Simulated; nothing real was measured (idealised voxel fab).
Title: Process Module voxel self aligned contacts
Square cells of 5 nm make up the cross-section cut, whose width is 200 nm.
In what follows, cross-sections appear as grids of square cells, described through bands that run from the top down, where every band is one or more rows of cells.
Look at the band entry: it leads with the top's height and the bottom's height in nm. Then it lists the materials left to right, with a width in nm for each. The word "full width" on a single material says that material fills the band edge to edge. The word "air" is empty space.
Height 0 is the level under which the wafer as received is all one material. The lowest band goes on downwards, as in "0 nm and below".
Think of "30..40" as a width that walks from the first number to the second as you go down the band, top row to bottom row, taking equal-sized steps from row to row.
Basically "nothing altered" means that step didn't change any cell in the cross-section.
What "Closed cavities" gives you is every empty space of 8 cells or more that is cut off from the top. Each appears as width x height at distance, with the distance taken from the left edge and width, height and distance all in nm.
Step line, after settings: the simulator's comment on this step.
"overlay nm", when on a step's line for a step with a mask, measures how far to the right of its planned place the mask lay; a negative measure means to the left.

Steps in the process plan:
1) RECEIVE (material Si)
2) OXIDIZE (depth nm 5)
3) DIRECTIONAL_DEP (material polySi; thk nm 25)
4) DIRECTIONAL_DEP (material SiN; thk nm 20)
5) MASKED_ETCH (tone cover; mask id GATE; width nm 25; pitch nm 70; etch materials SiN; depth nm 20; overlay nm 0)
6) MASKED_ETCH (tone cover; mask id GATE; width nm 25; pitch nm 70; etch materials polySi; depth nm 25; overlay nm 0)
7) CONFORMAL_DEP (material SiN; thk nm 10)
8) DIRECTIONAL_ETCH (etch materials SiN; depth nm 10)
9) FILL_DEP (material SiO2; thk nm 15)
10) CMP (height nm 55)
11) DIRECTIONAL_DEP (material aC; thk nm 10)
12) PATTERN (tone open; mask id CONTACT; material resist; width nm 55; pitch nm 70; thk nm 25; overlay nm 0)
13) DIRECTIONAL_ETCH (etch materials aC; depth nm 10)
14) STRIP (etch materials resist)
15) DIRECTIONAL_ETCH (etch materials SiO2; depth nm 60)
16) STRIP (etch materials aC)
17) CONFORMAL_DEP (material TiN; thk nm 5)
18) FILL_DEP (material W; thk nm 5)
19) CMP (height nm 55)
20) CONFORMAL_DEP (material SiCN; thk nm 5)

First wafer out of two, processed as planned:

Wafer at receipt (post step 1), cross-section:
> 0 nm and below = Si full width
> Closed cavities: none

After step 2: wafer cross-section:
> 0 nm to -5 nm = SiO2 full width
> Unchanged below -5.

After step 3: wafer cross-section:
> 25 nm to 0 nm = polySi full width
> Unchanged below 0.

After step 4: wafer cross-section:
> 45 nm to 25 nm = SiN full width
> Unchanged below 25.

After step 5: wafer cross-section:
> 45 nm to 25 nm = 15 air, 25 SiN, 45 air, 25 SiN, 45 air, 25 SiN, 20 air
> Unchanged below 25.

After step 6: wafer cross-section:
> 45 nm to 25 nm = 15 air, 25 SiN, 45 air, 25 SiN, 45 air, 25 SiN, 20 air
> 25 nm to 0 nm = 15 air, 25 polySi, 45 air, 25 polySi, 45 air, 25 polySi, 20 air
> Unchanged below 0.

After step 7: wafer cross-section:
> 55 nm to 25 nm = 5 air, 45 SiN, 25 air, 45 SiN, 25 air, 45 SiN, 10 air
> 25 nm to 10 nm = 5 air, 10 SiN, 25 polySi, 10 SiN, 25 air, 10 SiN, 25 polySi, 10 SiN, 25 air, 10 SiN, 25 polySi, 10 SiN, 10 air
> 10 nm to 0 nm = 15 SiN, 25 polySi, 45 SiN, 25 polySi, 45 SiN, 25 polySi, 20 SiN
> Unchanged below 0.

After step 8: wafer cross-section:
> 45 nm to 25 nm = 5 air, 45 SiN, 25 air, 45 SiN, 25 air, 45 SiN, 10 air
> 25 nm to 0 nm = 5 air, 10 SiN, 25 polySi, 10 SiN, 25 air, 10 SiN, 25 polySi, 10 SiN, 25 air, 10 SiN, 25 polySi, 10 SiN, 10 air
> Unchanged below 0.

After step 9: wafer cross-section:
> 60 nm to 45 nm = SiO2 full width
> 45 nm to 25 nm = 5 SiO2, 45 SiN, 25 SiO2, 45 SiN, 25 SiO2, 45 SiN, 10 SiO2
> 25 nm to 0 nm = 5 SiO2, 10 SiN, 25 polySi, 10 SiN, 25 SiO2, 10 SiN, 25 polySi, 10 SiN, 25 SiO2, 10 SiN, 25 polySi, 10 SiN, 10 SiO2
> Unchanged below 0.

After step 10: wafer cross-section:
> 55 nm to 45 nm = SiO2 full width
> Unchanged below 45.

After step 11: wafer cross-section:
> 65 nm to 55 nm = aC full width
> Unchanged below 55.

After step 12: wafer cross-section:
> 90 nm to 65 nm = 35 resist, 55 air, 15 resist, 55 air, 40 resist
> Unchanged below 65.

After step 13: wafer cross-section:
> 80 nm to 65 nm = 35 resist, 55 air, 15 resist, 55 air, 40 resist
> 65 nm to 55 nm = 35 aC, 55 air, 15 aC, 55 air, 40 aC
> Unchanged below 55.

After step 14: wafer cross-section:
> 65 nm to 55 nm = 35 aC, 55 air, 15 aC, 55 air, 40 aC
> Unchanged below 55.

After step 15: wafer cross-section:
> 65 nm to 55 nm = 35 aC, 55 air, 15 aC, 55 air, 40 aC
> 55 nm to 45 nm = 35 SiO2, 55 air, 15 SiO2, 55 air, 40 SiO2
> 45 nm to 25 nm = 5 SiO2, 45 SiN, 25 air, 45 SiN, 25 air, 45 SiN, 10 SiO2
> 25 nm to 0 nm = 5 SiO2, 10 SiN, 25 polySi, 10 SiN, 25 air, 10 SiN, 25 polySi, 10 SiN, 25 air, 10 SiN, 25 polySi, 10 SiN, 10 SiO2
> 0 nm to -5 nm = 50 SiO2, 25 air, 45 SiO2, 25 air, 55 SiO2
> Unchanged below -5.

After step 16: wafer cross-section:
> 55 nm to 45 nm = 35 SiO2, 55 air, 15 SiO2, 55 air, 40 SiO2
> Unchanged below 45.

After step 17: wafer cross-section:
> 60 nm to 55 nm = 40 TiN, 45 air, 25 TiN, 45 air, 45 TiN
> 55 nm to 45 nm = 35 SiO2, 5..20 TiN, 45..15 air, 5..20 TiN, 15 SiO2, 5..20 TiN, 45..15 air, 5..20 TiN, 40 SiO2
> 45 nm to 25 nm = 5 SiO2, 45 SiN, 5 TiN, 15 air, 5 TiN, 45 SiN, 5 TiN, 15 air, 5 TiN, 45 SiN, 10 SiO2
> 25 nm to 0 nm = 5 SiO2, 10 SiN, 25 polySi, 10 SiN, 5 TiN, 15 air, 5 TiN, 10 SiN, 25 polySi, 10 SiN, 5 TiN, 15 air, 5 TiN, 10 SiN, 25 polySi, 10 SiN, 10 SiO2
> 0 nm to -5 nm = 50 SiO2, 25 TiN, 45 SiO2, 25 TiN, 55 SiO2
> Unchanged below -5.

After step 18: wafer cross-section:
> 65 nm to 60 nm = W full width
> 60 nm to 55 nm = 40 TiN, 45 W, 25 TiN, 45 W, 45 TiN
> 55 nm to 45 nm = 35 SiO2, 5..20 TiN, 45..15 W, 5..20 TiN, 15 SiO2, 5..20 TiN, 45..15 W, 5..20 TiN, 40 SiO2
> 45 nm to 25 nm = 5 SiO2, 45 SiN, 5 TiN, 15 W, 5 TiN, 45 SiN, 5 TiN, 15 W, 5 TiN, 45 SiN, 10 SiO2
> 25 nm to 0 nm = 5 SiO2, 10 SiN, 25 polySi, 10 SiN, 5 TiN, 15 W, 5 TiN, 10 SiN, 25 polySi, 10 SiN, 5 TiN, 15 W, 5 TiN, 10 SiN, 25 polySi, 10 SiN, 10 SiO2
> Unchanged below 0.

After step 19: wafer cross-section:
> 55 nm to 45 nm = 35 SiO2, 5..20 TiN, 45..15 W, 5..20 TiN, 15 SiO2, 5..20 TiN, 45..15 W, 5..20 TiN, 40 SiO2
> Unchanged below 45.

After step 20: wafer cross-section:
> 60 nm to 55 nm = SiCN full width
> Unchanged below 55.

Companion wafer, the second of two: same beginning, same intended sequence, one mistake in carrying it out; through step 3 inclusive it tracks the first exactly:

Second wafer, cut view, end of step 4 per plan:
> 65 nm to 25 nm = SiN full width
> Unchanged below 25.

Second wafer, cut view, end of step 5 per plan:
> 65 nm to 45 nm = 15 air, 25 SiN, 45 air, 25 SiN, 45 air, 25 SiN, 20 air
> Unchanged below 45.

Second wafer, cut view, end of step 6 per plan: nothing altered

Second wafer, cut view, end of step 7 per plan:
> 75 nm to 55 nm = 5 air, 45 SiN, 25 air, 45 SiN, 25 air, 45 SiN, 10 air
> 55 nm to 25 nm = SiN full width
> Unchanged below 25.

Second wafer, cut view, end of step 8 per plan:
> 65 nm to 45 nm = 5 air, 45 SiN, 25 air, 45 SiN, 25 air, 45 SiN, 10 air
> Unchanged below 45.

Second wafer, cut view, end of step 9 per plan:
> 80 nm to 65 nm = SiO2 full width
> 65 nm to 45 nm = 5 SiO2, 45 SiN, 25 SiO2, 45 SiN, 25 SiO2, 45 SiN, 10 SiO2
> Unchanged below 45.

Second wafer, cut view, end of step 10 per plan:
> 55 nm to 45 nm = 5 SiO2, 45 SiN, 25 SiO2, 45 SiN, 25 SiO2, 45 SiN, 10 SiO2
> Unchanged below 45.

Second wafer, cut view, end of step 11 per plan:
> 65 nm to 55 nm = aC full width
> Unchanged below 55.

Second wafer, cut view, end of step 12 per plan:
> 90 nm to 65 nm = 35 resist, 55 air, 15 resist, 55 air, 40 resist
> Unchanged below 65.

Second wafer, cut view, end of step 13 per plan:
> 80 nm to 65 nm = 35 resist, 55 air, 15 resist, 55 air, 40 resist
> 65 nm to 55 nm = 35 aC, 55 air, 15 aC, 55 air, 40 aC
> Unchanged below 55.

Second wafer, cut view, end of step 14 per plan:
> 65 nm to 55 nm = 35 aC, 55 air, 15 aC, 55 air, 40 aC
> Unchanged below 55.

Second wafer, cut view, end of step 15 per plan:
> 65 nm to 55 nm = 35 aC, 55 air, 15 aC, 55 air, 40 aC
> 55 nm to 45 nm = 5 SiO2, 45 SiN, 25 air, 45 SiN, 25 air, 45 SiN, 10 SiO2
> Unchanged below 45.

Second wafer, cut view, end of step 16 per plan:
> 55 nm to 45 nm = 5 SiO2, 45 SiN, 25 air, 45 SiN, 25 air, 45 SiN, 10 SiO2
> Unchanged below 45.

Second wafer, cut view, end of step 17 per plan:
> 60 nm to 55 nm = 55 TiN, 15 air, 55 TiN, 15 air, 60 TiN
> 55 nm to 50 nm = 5 SiO2, 45 SiN, 5 TiN, 15 air, 5 TiN, 45 SiN, 5 TiN, 15 air, 5 TiN, 45 SiN, 10 SiO2
> 50 nm to 45 nm = 5 SiO2, 45 SiN, 25 TiN, 45 SiN, 25 TiN, 45 SiN, 10 SiO2
> Unchanged below 45.

Second wafer, cut view, end of step 18 per plan:
> 65 nm to 60 nm = W full width
> 60 nm to 55 nm = 55 TiN, 15 W, 55 TiN, 15 W, 60 TiN
> 55 nm to 50 nm = 5 SiO2, 45 SiN, 5 TiN, 15 W, 5 TiN, 45 SiN, 5 TiN, 15 W, 5 TiN, 45 SiN, 10 SiO2
> Unchanged below 50.

Second wafer, cut view, end of step 19 per plan:
> 55 nm to 50 nm = 5 SiO2, 45 SiN, 5 TiN, 15 W, 5 TiN, 45 SiN, 5 TiN, 15 W, 5 TiN, 45 SiN, 10 SiO2
> Unchanged below 50.

Second wafer, cut view, end of step 20 per plan:
> 60 nm to 55 nm = SiCN full width
> Unchanged below 55.
Heads up, the wafer didn't run the way we planned it: plan step 4 was twice executed
Bottom line after processing is that, in cells, the second wafer is up or down on some materials versus the first: SiN +46, SiO2 -47, TiN -52, W -72, polySi +125
